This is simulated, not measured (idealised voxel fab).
The following is a process module called voxel capacitor over wiring.
The cross-section on display is named cut; it measures 165 nm wide, and its cells are 5 nm squares.
How to read a cross-section here: the picture is a grid of square cells, written as bands going from the top down, and any band can span one or more rows of cells.
Band: top and bottom heights (nm) first, top before bottom; then materials from left to right, widths in nm. "everywhere" marks a sole material filling the band edge to edge. "blank" denotes empty space.
Below 0: as-received wafer, all one material; heights counted from there. Lowest band: no bottom, goes on down, written "0 -> down".
Width "30..40": first value at the band's top row of cells, second value at its bottom row, equal change from row to row.
You'll sometimes find "remains unaltered" written for a step, and that's the way of saying that nowhere in the cross-section did a cell change during that step.
"Closed cavities" means: voids of 8 cells or more that are shut off from the top with no open way through. Written width x height at distance, distance from the left edge, in nm.
Text after the settings on a step's line: the simulator's own remark on that step.
A step's line can hold "overlay nm"; with a mask on that step, the setting says how far right of the planned place the mask lay, while a negative setting says it lay to the left.
Structure of the following material. The material consists of pairs of cross-sections. Each pair comprises the cross-section before one process step and the cross-section after that step, the latter shown only down to the lowest band that changed. The step between the cross-sections is specified beneath each pair, including its settings. Pairs are not necessarily consecutive: they may derive from different runs of this module performed on the same starting wafer. Continuity with the pair above is to be assumed only where the entry headed "State before step" of the pair in question states it.

-- State before step
- 0 -> down = Si everywhere
- Closed cavities: none

-- After the Step
- 10 -> 0 = SiO2 everywhere
- Under 0: no change, same as before.
- Closed cavities: none
What was done to get from the before section above to the after section? CONFORMAL_DEP | material SiO2 | thk nm 10

State before step: The pre-step condition corresponds to the post-step cross-section depicted in the pair directly above.

-- After the Step
- 15 -> 10 = SiN everywhere
- Under 10: no change, same as before.
- Closed cavities: none
What was done to get from the before section above to the after section? CONFORMAL_DEP | material SiN | thk nm 5

State before step: The pre-step condition corresponds to the post-step cross-section depicted in the pair directly above.

-- After the Step
- 35 -> 15 = lowk everywhere
- Under 15: no change, same as before.
- Closed cavities: none
What was done to get from the before section above to the after section? DIRECTIONAL_DEP | material lowk | thk nm 20

State before step: The pre-step condition corresponds to the post-step cross-section depicted in the pair directly above.

-- After the Step
- 50 -> 35 = aC everywhere
- Under 35: no change, same as before.
- Closed cavities: none
What was done to get from the before section above to the after section? DIRECTIONAL_DEP | material aC | thk nm 15

State before step: The pre-step condition corresponds to the post-step cross-section depicted in the pair directly above.

-- After the Step
- 85 -> 50 = resist (25) | blank (20) | resist (70) | blank (20) | resist (30)
- Under 50: no change, same as before.
- Closed cavities: none
What was done to get from the before section above to the after section? PATTERN | tone open | mask id METAL_1 | material resist | width nm 20 | pitch nm 90 | thk nm 35 | overlay nm 0

State before step: The pre-step condition corresponds to the post-step cross-section depicted in the pair directly above.

-- After the Step
- 70 -> 50 = resist (25) | blank (20) | resist (70) | blank (20) | resist (30)
- 50 -> 35 = aC (25) | blank (20) | aC (70) | blank (20) | aC (30)
- Under 35: no change, same as before.
- Closed cavities: none
What was done to get from the before section above to the after section? DIRECTIONAL_ETCH | etch materials aC | depth nm 15

State before step: The pre-step condition corresponds to the post-step cross-section depicted in the pair directly above.

-- After the Step
- 50 -> 35 = aC (25) | blank (20) | aC (70) | blank (20) | aC (30)
- Under 35: no change, same as before.
- Closed cavities: none
What was done to get from the before section above to the after section? STRIP | etch materials resist

State before step: The pre-step condition corresponds to the post-step cross-section depicted in the pair directly above.

-- After the Step
- 50 -> 35 = aC (25) | blank (20) | aC (70) | blank (20) | aC (30)
- 35 -> 15 = lowk (25) | blank (20) | lowk (70) | blank (20) | lowk (30)
- Under 15: no change, same as before.
- Closed cavities: none
What was done to get from the before section above to the after section? DIRECTIONAL_ETCH | etch materials lowk | depth nm 20

State before step: The pre-step condition corresponds to the post-step cross-section depicted in the pair directly above.

-- After the Step
- 50 -> 35 = aC (25) | blank (20) | aC (70) | blank (20) | aC (30)
- 35 -> 15 = lowk (25) | blank (20) | lowk (70) | blank (20) | lowk (30)
- 15 -> 10 = SiN (25) | blank (20) | SiN (70) | blank (20) | SiN (30)
- Under 10: no change, same as before.
- Closed cavities: none
What was done to get from the before section above to the after section? DIRECTIONAL_ETCH | etch materials SiN | depth nm 5

State before step: The pre-step condition corresponds to the post-step cross-section depicted in the pair directly above.

-- After the Step
- 35 -> 15 = lowk (25) | blank (20) | lowk (70) | blank (20) | lowk (30)
- Under 15: no change, same as before.
- Closed cavities: none
What was done to get from the before section above to the after section? STRIP | etch materials aC

State before step: The pre-step condition corresponds to the post-step cross-section depicted in the pair directly above.

-- After the Step
- 40 -> 35 = TiN (30) | blank (10) | TiN (80) | blank (10) | TiN (35)
- 35 -> 15 = lowk (25) | TiN (5) | blank (10) | TiN (5) | lowk (70) | TiN (5) | blank (10) | TiN (5) | lowk (30)
- 15 -> 10 = SiN (25) | TiN (20) | SiN (70) | TiN (20) | SiN (30)
- Under 10: no change, same as before.
- Closed cavities: none
What was done to get from the before section above to the after section? CONFORMAL_DEP | material TiN | thk nm 5

State before step: The pre-step condition corresponds to the post-step cross-section depicted in the pair directly above.

-- After the Step
- 45 -> 40 = Cu everywhere
- 40 -> 35 = TiN (30) | Cu (10) | TiN (80) | Cu (10) | TiN (35)
- 35 -> 15 = lowk (25) | TiN (5) | Cu (10) | TiN (5) | lowk (70) | TiN (5) | Cu (10) | TiN (5) | lowk (30)
- Under 15: no change, same as before.
- Closed cavities: none
What was done to get from the before section above to the after section? FILL_DEP | material Cu | thk nm 5

State before step: The pre-step condition corresponds to the post-step cross-section depicted in the pair directly above.

-- After the Step
- 35 -> 15 = lowk (25) | TiN (5) | Cu (10) | TiN (5) | lowk (70) | TiN (5) | Cu (10) | TiN (5) | lowk (30)
- Under 15: no change, same as before.
- Closed cavities: none
What was done to get from the before section above to the after section? CMP | height nm 35

State before step: The pre-step condition corresponds to the post-step cross-section depicted in the pair directly above.

-- After the Step
- 40 -> 35 = SiCN everywhere
- Under 35: no change, same as before.
- Closed cavities: none
What was done to get from the before section above to the after section? CONFORMAL_DEP | material SiCN | thk nm 5

State before step: The pre-step condition corresponds to the post-step cross-section depicted in the pair directly above.

-- After the Step
- 60 -> 40 = lowk everywhere
- Under 40: no change, same as before.
- Closed cavities: none
What was done to get from the before section above to the after section? DIRECTIONAL_DEP | material lowk | thk nm 20

State before step: The pre-step condition corresponds to the post-step cross-section depicted in the pair directly above.

-- After the Step
- 75 -> 60 = resist (30) | blank (15) | resist (120)
- Under 60: no change, same as before.
- Closed cavities: none
What was done to get from the before section above to the after section? PATTERN | tone open | mask id PLUG_1 | material resist | width nm 15 | thk nm 15 | overlay nm 0

State before step: The pre-step condition corresponds to the post-step cross-section depicted in the pair directly above.

-- After the Step
- 75 -> 60 = resist (30) | blank (15) | resist (120)
- 60 -> 40 = lowk (30) | blank (15) | lowk (120)
- Under 40: no change, same as before.
- Closed cavities: none
What was done to get from the before section above to the after section? DIRECTIONAL_ETCH | etch materials lowk | depth nm 20

State before step: The pre-step condition corresponds to the post-step cross-section depicted in the pair directly above.

-- After the Step
- 75 -> 60 = resist (30) | blank (15) | resist (120)
- 60 -> 40 = lowk (30) | blank (15) | lowk (120)
- 40 -> 35 = SiCN (30) | blank (15) | SiCN (120)
- Under 35: no change, same as before.
- Closed cavities: none
What was done to get from the before section above to the after section? DIRECTIONAL_ETCH | etch materials SiCN | depth nm 5

State before step: The pre-step condition corresponds to the post-step cross-section depicted in the pair directly above.

-- After the Step
- 60 -> 40 = lowk (30) | blank (15) | lowk (120)
- Under 40: no change, same as before.
- Closed cavities: none
What was done to get from the before section above to the after section? STRIP | etch materials resist

State before step: The pre-step condition corresponds to the post-step cross-section depicted in the pair directly above.

-- After the Step
- 60 -> 45 = lowk (30) | blank (15) | lowk (120)
- 45 -> 40 = lowk (30) | Ru (15) | lowk (120)
- 40 -> 35 = SiCN (30) | Ru (15) | SiCN (120)
- Under 35: no change, same as before.
- Closed cavities: none
What was done to get from the before section above to the after section? EPI | material Ru | thk nm 10

State before step: The pre-step condition corresponds to the post-step cross-section depicted in the pair directly above.

-- After the Step
- 60 -> 55 = lowk (30) | blank (15) | lowk (120)
- 55 -> 40 = lowk (30) | Ru (15) | lowk (120)
- Under 40: no change, same as before.
- Closed cavities: none
What was done to get from the before section above to the after section? EPI | material Ru | thk nm 10

State before step: The pre-step condition corresponds to the post-step cross-section depicted in the pair directly above.

-- After the Step
- 60 -> 40 = lowk (30) | Ru (15) | lowk (120)
- Under 40: no change, same as before.
- Closed cavities: none
What was done to get from the before section above to the after section? EPI | material Ru | thk nm 5

State before step: The pre-step condition corresponds to the post-step cross-section depicted in the pair directly above.

-- After the Step
- 65 -> 60 = TiN everywhere
- Under 60: no change, same as before.
- Closed cavities: none
What was done to get from the before section above to the after section? DIRECTIONAL_DEP | material TiN | thk nm 5

State before step: The pre-step condition corresponds to the post-step cross-section depicted in the pair directly above.

-- After the Step
- 70 -> 65 = HfO2 everywhere
- Under 65: no change, same as before.
- Closed cavities: none
What was done to get from the before section above to the after section? DIRECTIONAL_DEP | material HfO2 | thk nm 5

State before step: The pre-step condition corresponds to the post-step cross-section depicted in the pair directly above.

-- After the Step
- 75 -> 70 = TiN everywhere
- Under 70: no change, same as before.
- Closed cavities: none
What was done to get from the before section above to the after section? DIRECTIONAL_DEP | material TiN | thk nm 5

State before step: The pre-step condition corresponds to the post-step cross-section depicted in the pair directly above.

-- After the Step
- 75 -> 70 = blank (30) | TiN (75) | blank (60)
- Under 70: no change, same as before.
- Closed cavities: none
What was done to get from the before section above to the after section? MASKED_ETCH | tone cover | mask id UPPER_PLATE | width nm 75 | etch materials TiN | depth nm 5 | overlay nm 0

State before step: The pre-step condition corresponds to the post-step cross-section depicted in the pair directly above.

-- After the Step
- 75 -> 70 = blank (30) | TiN (75) | blank (60)
- 70 -> 65 = blank (30) | HfO2 (75) | blank (60)
- Under 65: no change, same as before.
- Closed cavities: none
What was done to get from the before section above to the after section? MASKED_ETCH | tone cover | mask id UPPER_PLATE | width nm 75 | etch materials HfO2 | depth nm 5 | overlay nm 0

State before step: The pre-step condition corresponds to the post-step cross-section depicted in the pair directly above.

-- After the Step
- 95 -> 75 = blank (25) | resist (85) | blank (55)
- 75 -> 70 = blank (25) | resist (5) | TiN (75) | resist (5) | blank (55)
- 70 -> 65 = blank (25) | resist (5) | HfO2 (75) | resist (5) | blank (55)
- Under 65: no change, same as before.
- Closed cavities: none
What was done to get from the before section above to the after section? PATTERN | tone cover | mask id LOWER_PLATE | material resist | width nm 85 | thk nm 20 | overlay nm 0

State before step: The pre-step condition corresponds to the post-step cross-section depicted in the pair directly above.

-- After the Step
- 95 -> 75 = blank (25) | resist (85) | blank (55)
- 75 -> 70 = blank (25) | resist (5) | TiN (75) | resist (5) | blank (55)
- 70 -> 65 = blank (25) | resist (5) | HfO2 (75) | resist (5) | blank (55)
- 65 -> 60 = blank (25) | TiN (85) | blank (55)
- Under 60: no change, same as before.
- Closed cavities: none
What was done to get from the before section above to the after section? DIRECTIONAL_ETCH | etch materials TiN | depth nm 5

State before step: The pre-step condition corresponds to the post-step cross-section depicted in the pair directly above.

-- After the Step
- 75 -> 70 = blank (30) | TiN (75) | blank (60)
- 70 -> 65 = blank (30) | HfO2 (75) | blank (60)
- Under 65: no change, same as before.
- Closed cavities: none
What was done to get from the before section above to the after section? STRIP | etch materials resist

State before step: The pre-step condition corresponds to the post-step cross-section depicted in the pair directly above.

-- After the Step
- 90 -> 75 = SiO2 everywhere
- 75 -> 70 = SiO2 (30) | TiN (75) | SiO2 (60)
- 70 -> 65 = SiO2 (30) | HfO2 (75) | SiO2 (60)
- 65 -> 60 = SiO2 (25) | TiN (85) | SiO2 (55)
- Under 60: no change, same as before.
- Closed cavities: none
What was done to get from the before section above to the after section? FILL_DEP | material SiO2 | thk nm 15

State before step: The pre-step condition corresponds to the post-step cross-section depicted in the pair directly above.

-- After the Step
- 85 -> 75 = SiO2 everywhere
- Under 75: no change, same as before.
- Closed cavities: none
What was done to get from the before section above to the after section? CMP | height nm 85

State before step: The pre-step condition corresponds to the post-step cross-section depicted in the pair directly above.

-- After the Step
- 95 -> 85 = aC everywhere
- Under 85: no change, same as before.
- Closed cavities: none
What was done to get from the before section above to the after section? DIRECTIONAL_DEP | material aC | thk nm 10

State before step: The pre-step condition corresponds to the post-step cross-section depicted in the pair directly above.

-- After the Step
- 125 -> 95 = resist (40) | blank (15) | resist (110)
- Under 95: no change, same as before.
- Closed cavities: none
What was done to get from the before section above to the after section? PATTERN | tone open | mask id PLUG_2 | material resist | width nm 15 | thk nm 30 | overlay nm 0

State before step: The pre-step condition corresponds to the post-step cross-section depicted in the pair directly above.

-- After the Step
- 115 -> 95 = resist (40) | blank (15) | resist (110)
- 95 -> 85 = aC (40) | blank (15) | aC (110)
- Under 85: no change, same as before.
- Closed cavities: none
What was done to get from the before section above to the after section? DIRECTIONAL_ETCH | etch materials aC | depth nm 10

State before step: The pre-step condition corresponds to the post-step cross-section depicted in the pair directly above.

-- After the Step
- 95 -> 85 = aC (40) | blank (15) | aC (110)
- Under 85: no change, same as before.
- Closed cavities: none
What was done to get from the before section above to the after section? STRIP | etch materials resist

State before step: The pre-step condition corresponds to the post-step cross-section depicted in the pair directly above.

-- After the Step
- 95 -> 85 = aC (40) | blank (15) | aC (110)
- 85 -> 75 = SiO2 (40) | blank (15) | SiO2 (110)
- Under 75: no change, same as before.
- Closed cavities: none
What was done to get from the before section above to the after section? DIRECTIONAL_ETCH | etch materials SiO2 | depth nm 10

State before step: The pre-step condition corresponds to the post-step cross-section depicted in the pair directly above.

-- After the Step
- 85 -> 75 = SiO2 (40) | blank (15) | SiO2 (110)
- Under 75: no change, same as before.
- Closed cavities: none
What was done to get from the before section above to the after section? STRIP | etch materials aC

State before step: The pre-step condition corresponds to the post-step cross-section depicted in the pair directly above.

-- After the Step
- 90 -> 85 = TiN (45) | blank (5) | TiN (115)
- 85 -> 80 = SiO2 (40) | TiN (5) | blank (5) | TiN (5) | SiO2 (110)
- 80 -> 70 = SiO2 (40..30) | TiN (15..75) | SiO2 (110..60)
- Under 70: no change, same as before.
- Closed cavities: none
What was done to get from the before section above to the after section? CONFORMAL_DEP | material TiN | thk nm 5

State before step: The pre-step condition corresponds to the post-step cross-section depicted in the pair directly above.

-- After the Step
- 100 -> 90 = Cu everywhere
- 90 -> 85 = TiN (45) | Cu (5) | TiN (115)
- 85 -> 80 = SiO2 (40) | TiN (5) | Cu (5) | TiN (5) | SiO2 (110)
- Under 80: no change, same as before.
- Closed cavities: none
What was done to get from the before section above to the after section? FILL_DEP | material Cu | thk nm 10

State before step: The pre-step condition corresponds to the post-step cross-section depicted in the pair directly above.

-- After the Step
- 85 -> 80 = SiO2 (40) | TiN (5) | Cu (5) | TiN (5) | SiO2 (110)
- Under 80: no change, same as before.
- Closed cavities: none
What was done to get from the before section above to the after section? CMP | height nm 85

State before step: The pre-step condition corresponds to the post-step cross-section depicted in the pair directly above.

-- After the Step
- 90 -> 85 = SiCN everywhere
- Under 85: no change, same as before.
- Closed cavities: none
What was done to get from the before section above to the after section? CONFORMAL_DEP | material SiCN | thk nm 5

-- State before step
- 60 -> 45 = lowk (30) | blank (15) | lowk (120)
- 45 -> 40 = lowk (30) | Ru (15) | lowk (120)
- 40 -> 35 = SiCN (30) | Ru (15) | SiCN (120)
- 35 -> 15 = lowk (25) | TiN (5) | Cu (10) | TiN (5) | lowk (70) | TiN (5) | Cu (10) | TiN (5) | lowk (30)
- 15 -> 10 = SiN (25) | TiN (20) | SiN (70) | TiN (20) | SiN (30)
- 10 -> 0 = SiO2 everywhere
- 0 -> down = Si everywhere
- Closed cavities: none

-- After the Step
- 60 -> 50 = lowk (30) | blank (15) | lowk (120)
- 50 -> 40 = lowk (30) | Ru (15) | lowk (120)
- Under 40: no change, same as before.
- Closed cavities: none
What was done to get from the before section above to the after section? EPI | material Ru | thk nm 5

State before step: The pre-step condition corresponds to the post-step cross-section depicted in the pair directly above.

-- After the Step
- 65 -> 60 = TiN (30) | blank (15) | TiN (120)
- 60 -> 55 = lowk (30) | blank (15) | lowk (120)
- 55 -> 50 = lowk (30) | TiN (15) | lowk (120)
- Under 50: no change, same as before.
- Closed cavities: none
What was done to get from the before section above to the after section? DIRECTIONAL_DEP | material TiN | thk nm 5

State before step: The pre-step condition corresponds to the post-step cross-section depicted in the pair directly above.

-- After the Step
- 70 -> 65 = HfO2 (30) | blank (15) | HfO2 (120)
- 65 -> 60 = TiN (30) | blank (15) | TiN (120)
- 60 -> 55 = lowk (30) | HfO2 (15) | lowk (120)
- Under 55: no change, same as before.
- Closed cavities: none
What was done to get from the before section above to the after section? DIRECTIONAL_DEP | material HfO2 | thk nm 5

State before step: The pre-step condition corresponds to the post-step cross-section depicted in the pair directly above.

-- After the Step
- 75 -> 70 = TiN (30) | blank (15) | TiN (120)
- 70 -> 65 = HfO2 (30) | blank (15) | HfO2 (120)
- 65 -> 60 = TiN everywhere
- Under 60: no change, same as before.
- Closed cavities: none
What was done to get from the before section above to the after section? DIRECTIONAL_DEP | material TiN | thk nm 5

State before step: The pre-step condition corresponds to the post-step cross-section depicted in the pair directly above.

-- After the Step
- 75 -> 70 = blank (45) | TiN (60) | blank (60)
- Under 70: no change, same as before.
- Closed cavities: none
What was done to get from the before section above to the after section? MASKED_ETCH | tone cover | mask id UPPER_PLATE | width nm 75 | etch materials TiN | depth nm 5 | overlay nm 0

State before step: The pre-step condition corresponds to the post-step cross-section depicted in the pair directly above.

-- After the Step
- 75 -> 70 = blank (45) | TiN (60) | blank (60)
- 70 -> 65 = blank (45) | HfO2 (60) | blank (60)
- Under 65: no change, same as before.
- Closed cavities: none
What was done to get from the before section above to the after section? MASKED_ETCH | tone cover | mask id UPPER_PLATE | width nm 75 | etch materials HfO2 | depth nm 5 | overlay nm 0

State before step: The pre-step condition corresponds to the post-step cross-section depicted in the pair directly above.

-- After the Step
- 95 -> 75 = blank (25) | resist (85) | blank (55)
- 75 -> 70 = blank (25) | resist (20) | TiN (60) | resist (5) | blank (55)
- 70 -> 65 = blank (25) | resist (20) | HfO2 (60) | resist (5) | blank (55)
- Under 65: no change, same as before.
- Closed cavities: none
What was done to get from the before section above to the after section? PATTERN | tone cover | mask id LOWER_PLATE | material resist | width nm 85 | thk nm 20 | overlay nm 0

State before step: The pre-step condition corresponds to the post-step cross-section depicted in the pair directly above.

-- After the Step
- 95 -> 75 = blank (25) | resist (85) | blank (55)
- 75 -> 70 = blank (25) | resist (20) | TiN (60) | resist (5) | blank (55)
- 70 -> 65 = blank (25) | resist (20) | HfO2 (60) | resist (5) | blank (55)
- 65 -> 60 = blank (25) | TiN (85) | blank (55)
- Under 60: no change, same as before.
- Closed cavities: none
What was done to get from the before section above to the after section? DIRECTIONAL_ETCH | etch materials TiN | depth nm 5

State before step: The pre-step condition corresponds to the post-step cross-section depicted in the pair directly above.

-- After the Step
- 75 -> 70 = blank (45) | TiN (60) | blank (60)
- 70 -> 65 = blank (45) | HfO2 (60) | blank (60)
- Under 65: no change, same as before.
- Closed cavities: none
What was done to get from the before section above to the after section? STRIP | etch materials resist

State before step: The pre-step condition corresponds to the post-step cross-section depicted in the pair directly above.

-- After the Step
- 90 -> 75 = SiO2 everywhere
- 75 -> 70 = SiO2 (45) | TiN (60) | SiO2 (60)
- 70 -> 65 = SiO2 (45) | HfO2 (60) | SiO2 (60)
- 65 -> 60 = SiO2 (25) | TiN (85) | SiO2 (55)
- Under 60: no change, same as before.
- Closed cavities: none
What was done to get from the before section above to the after section? FILL_DEP | material SiO2 | thk nm 15

State before step: The pre-step condition corresponds to the post-step cross-section depicted in the pair directly above.

-- After the Step
- 85 -> 75 = SiO2 everywhere
- Under 75: no change, same as before.
- Closed cavities: none
What was done to get from the before section above to the after section? CMP | height nm 85

State before step: The pre-step condition corresponds to the post-step cross-section depicted in the pair directly above.

-- After the Step
- 95 -> 85 = aC everywhere
- Under 85: no change, same as before.
- Closed cavities: none
What was done to get from the before section above to the after section? DIRECTIONAL_DEP | material aC | thk nm 10

State before step: The pre-step condition corresponds to the post-step cross-section depicted in the pair directly above.

-- After the Step
- 125 -> 95 = resist (40) | blank (15) | resist (110)
- Under 95: no change, same as before.
- Closed cavities: none
What was done to get from the before section above to the after section? PATTERN | tone open | mask id PLUG_2 | material resist | width nm 15 | thk nm 30 | overlay nm 0

State before step: The pre-step condition corresponds to the post-step cross-section depicted in the pair directly above.

-- After the Step
- 115 -> 95 = resist (40) | blank (15) | resist (110)
- 95 -> 85 = aC (40) | blank (15) | aC (110)
- Under 85: no change, same as before.
- Closed cavities: none
What was done to get from the before section above to the after section? DIRECTIONAL_ETCH | etch materials aC | depth nm 10

State before step: The pre-step condition corresponds to the post-step cross-section depicted in the pair directly above.

-- After the Step
- 95 -> 85 = aC (40) | blank (15) | aC (110)
- Under 85: no change, same as before.
- Closed cavities: none
What was done to get from the before section above to the after section? STRIP | etch materials resist

State before step: The pre-step condition corresponds to the post-step cross-section depicted in the pair directly above.

-- After the Step
- 95 -> 85 = aC (40) | blank (15) | aC (110)
- 85 -> 75 = SiO2 (40) | blank (15) | SiO2 (110)
- Under 75: no change, same as before.
- Closed cavities: none
What was done to get from the before section above to the after section? DIRECTIONAL_ETCH | etch materials SiO2 | depth nm 10

State before step: The pre-step condition corresponds to the post-step cross-section depicted in the pair directly above.

-- After the Step
- 85 -> 75 = SiO2 (40) | blank (15) | SiO2 (110)
- Under 75: no change, same as before.
- Closed cavities: none
What was done to get from the before section above to the after section? STRIP | etch materials aC

State before step: The pre-step condition corresponds to the post-step cross-section depicted in the pair directly above.

-- After the Step
- 90 -> 85 = TiN (45) | blank (5) | TiN (115)
- 85 -> 80 = SiO2 (40) | TiN (5) | blank (5) | TiN (5) | SiO2 (110)
- 80 -> 70 = SiO2 (40..45) | TiN (15..60) | SiO2 (110..60)
- Under 70: no change, same as before.
- Closed cavities: none
What was done to get from the before section above to the after section? CONFORMAL_DEP | material TiN | thk nm 5

State before step: The pre-step condition corresponds to the post-step cross-section depicted in the pair directly above.

-- After the Step
- 100 -> 90 = Cu everywhere
- 90 -> 85 = TiN (45) | Cu (5) | TiN (115)
- 85 -> 80 = SiO2 (40) | TiN (5) | Cu (5) | TiN (5) | SiO2 (110)
- Under 80: no change, same as before.
- Closed cavities: none
What was done to get from the before section above to the after section? FILL_DEP | material Cu | thk nm 10

State before step: The pre-step condition corresponds to the post-step cross-section depicted in the pair directly above.

-- After the Step
- 85 -> 80 = SiO2 (40) | TiN (5) | Cu (5) | TiN (5) | SiO2 (110)
- Under 80: no change, same as before.
- Closed cavities: none
What was done to get from the before section above to the after section? CMP | height nm 85

State before step: The pre-step condition corresponds to the post-step cross-section depicted in the pair directly above.

-- After the Step
- 90 -> 85 = SiCN everywhere
- Under 85: no change, same as before.
- Closed cavities: none
What was done to get from the before section above to the after section? CONFORMAL_DEP | material SiCN | thk nm 5

-- State before step
- 60 -> 55 = lowk (30) | blank (15) | lowk (120)
- 55 -> 40 = lowk (30) | Ru (15) | lowk (120)
- 40 -> 35 = SiCN (30) | Ru (15) | SiCN (120)
- 35 -> 15 = lowk (25) | TiN (5) | Cu (10) | TiN (5) | lowk (70) | TiN (5) | Cu (10) | TiN (5) | lowk (30)
- 15 -> 10 = SiN (25) | TiN (20) | SiN (70) | TiN (20) | SiN (30)
- 10 -> 0 = SiO2 everywhere
- 0 -> down = Si everywhere
- Closed cavities: none

-- After the Step
- 65 -> 60 = blank (25) | Ru (25) | blank (115)
- 60 -> 40 = lowk (30) | Ru (15) | lowk (120)
- Under 40: no change, same as before.
- Closed cavities: none
What was done to get from the before section above to the after section? EPI | material Ru | thk nm 10

State before step: The pre-step condition corresponds to the post-step cross-section depicted in the pair directly above.

-- After the Step
- 70 -> 60 = blank (20) | Ru (35) | blank (110)
- Under 60: no change, same as before.
- Closed cavities: none
What was done to get from the before section above to the after section? EPI | material Ru | thk nm 5

State before step: The pre-step condition corresponds to the post-step cross-section depicted in the pair directly above.

-- After the Step
- 75 -> 70 = blank (20) | TiN (35) | blank (110)
- 70 -> 65 = blank (20) | Ru (35) | blank (110)
- 65 -> 60 = TiN (20) | Ru (35) | TiN (110)
- Under 60: no change, same as before.
- Closed cavities: none
What was done to get from the before section above to the after section? DIRECTIONAL_DEP | material TiN | thk nm 5

State before step: The pre-step condition corresponds to the post-step cross-section depicted in the pair directly above.

-- After the Step
- 80 -> 75 = blank (20) | HfO2 (35) | blank (110)
- 75 -> 70 = blank (20) | TiN (35) | blank (110)
- 70 -> 65 = HfO2 (20) | Ru (35) | HfO2 (110)
- Under 65: no change, same as before.
- Closed cavities: none
What was done to get from the before section above to the after section? DIRECTIONAL_DEP | material HfO2 | thk nm 5

State before step: The pre-step condition corresponds to the post-step cross-section depicted in the pair directly above.

-- After the Step
- 85 -> 80 = blank (20) | TiN (35) | blank (110)
- 80 -> 75 = blank (20) | HfO2 (35) | blank (110)
- 75 -> 70 = TiN everywhere
- Under 70: no change, same as before.
- Closed cavities: none
What was done to get from the before section above to the after section? DIRECTIONAL_DEP | material TiN | thk nm 5

State before step: The pre-step condition corresponds to the post-step cross-section depicted in the pair directly above.

-- After the Step
- 85 -> 80 = blank (30) | TiN (25) | blank (110)
- 80 -> 75 = blank (20) | HfO2 (35) | blank (110)
- 75 -> 70 = blank (20) | TiN (85) | blank (60)
- Under 70: no change, same as before.
- Closed cavities: none
What was done to get from the before section above to the after section? MASKED_ETCH | tone cover | mask id UPPER_PLATE | width nm 75 | etch materials TiN | depth nm 5 | overlay nm 0

State before step: The pre-step condition corresponds to the post-step cross-section depicted in the pair directly above.

-- After the Step
- 85 -> 80 = blank (30) | TiN (25) | blank (110)
- 80 -> 75 = blank (30) | HfO2 (25) | blank (110)
- 75 -> 70 = blank (20) | TiN (85) | blank (60)
- 70 -> 65 = blank (20) | Ru (35) | HfO2 (50) | blank (60)
- Under 65: no change, same as before.
- Closed cavities: none
What was done to get from the before section above to the after section? MASKED_ETCH | tone cover | mask id UPPER_PLATE | width nm 75 | etch materials HfO2 | depth nm 5 | overlay nm 0

State before step: The pre-step condition corresponds to the post-step cross-section depicted in the pair directly above.

-- After the Step
- 105 -> 85 = blank (25) | resist (85) | blank (55)
- 85 -> 80 = blank (25) | resist (5) | TiN (25) | resist (55) | blank (55)
- 80 -> 75 = blank (25) | resist (5) | HfO2 (25) | resist (55) | blank (55)
- 75 -> 70 = blank (20) | TiN (85) | resist (5) | blank (55)
- 70 -> 65 = blank (20) | Ru (35) | HfO2 (50) | resist (5) | blank (55)
- Under 65: no change, same as before.
- Closed cavities: none
What was done to get from the before section above to the after section? PATTERN | tone cover | mask id LOWER_PLATE | material resist | width nm 85 | thk nm 20 | overlay nm 0

State before step: The pre-step condition corresponds to the post-step cross-section depicted in the pair directly above.

-- After the Step
- 105 -> 85 = blank (25) | resist (85) | blank (55)
- 85 -> 80 = blank (25) | resist (5) | TiN (25) | resist (55) | blank (55)
- 80 -> 75 = blank (25) | resist (5) | HfO2 (25) | resist (55) | blank (55)
- 75 -> 70 = blank (25) | TiN (80) | resist (5) | blank (55)
- 70 -> 65 = blank (20) | Ru (35) | HfO2 (50) | resist (5) | blank (55)
- 65 -> 60 = blank (20) | Ru (35) | TiN (55) | blank (55)
- Under 60: no change, same as before.
- Closed cavities: none
What was done to get from the before section above to the after section? DIRECTIONAL_ETCH | etch materials TiN | depth nm 5

State before step: The pre-step condition corresponds to the post-step cross-section depicted in the pair directly above.

-- After the Step
- 85 -> 80 = blank (30) | TiN (25) | blank (110)
- 80 -> 75 = blank (30) | HfO2 (25) | blank (110)
- 75 -> 70 = blank (25) | TiN (80) | blank (60)
- 70 -> 65 = blank (20) | Ru (35) | HfO2 (50) | blank (60)
- Under 65: no change, same as before.
- Closed cavities: none
What was done to get from the before section above to the after section? STRIP | etch materials resist

State before step: The pre-step condition corresponds to the post-step cross-section depicted in the pair directly above.

-- After the Step
- 100 -> 85 = SiO2 everywhere
- 85 -> 80 = SiO2 (30) | TiN (25) | SiO2 (110)
- 80 -> 75 = SiO2 (30) | HfO2 (25) | SiO2 (110)
- 75 -> 70 = SiO2 (25) | TiN (80) | SiO2 (60)
- 70 -> 65 = SiO2 (20) | Ru (35) | HfO2 (50) | SiO2 (60)
- 65 -> 60 = SiO2 (20) | Ru (35) | TiN (55) | SiO2 (55)
- Under 60: no change, same as before.
- Closed cavities: none
What was done to get from the before section above to the after section? FILL_DEP | material SiO2 | thk nm 15

State before step: The pre-step condition corresponds to the post-step cross-section depicted in the pair directly above.

-- After the Step
- 85 -> 80 = SiO2 (30) | TiN (25) | SiO2 (110)
- Under 80: no change, same as before.
- Closed cavities: none
What was done to get from the before section above to the after section? CMP | height nm 85

State before step: The pre-step condition corresponds to the post-step cross-section depicted in the pair directly above.

-- After the Step
- 95 -> 85 = aC everywhere
- Under 85: no change, same as before.
- Closed cavities: none
What was done to get from the before section above to the after section? DIRECTIONAL_DEP | material aC | thk nm 10

State before step: The pre-step condition corresponds to the post-step cross-section depicted in the pair directly above.

-- After the Step
- 125 -> 95 = resist (40) | blank (15) | resist (110)
- Under 95: no change, same as before.
- Closed cavities: none
What was done to get from the before section above to the after section? PATTERN | tone open | mask id PLUG_2 | material resist | width nm 15 | thk nm 30 | overlay nm 0

State before step: The pre-step condition corresponds to the post-step cross-section depicted in the pair directly above.

-- After the Step
- 115 -> 95 = resist (40) | blank (15) | resist (110)
- 95 -> 85 = aC (40) | blank (15) | aC (110)
- Under 85: no change, same as before.
- Closed cavities: none
What was done to get from the before section above to the after section? DIRECTIONAL_ETCH | etch materials aC | depth nm 10

State before step: The pre-step condition corresponds to the post-step cross-section depicted in the pair directly above.

-- After the Step
- 95 -> 85 = aC (40) | blank (15) | aC (110)
- Under 85: no change, same as before.
- Closed cavities: none
What was done to get from the before section above to the after section? STRIP | etch materials resist

State before step: The pre-step condition corresponds to the post-step cross-section depicted in the pair directly above.

-- After the Step
- 85 -> 80 = SiO2 (30) | TiN (25) | SiO2 (110)
- Under 80: no change, same as before.
- Closed cavities: none
What was done to get from the before section above to the after section? STRIP | etch materials aC
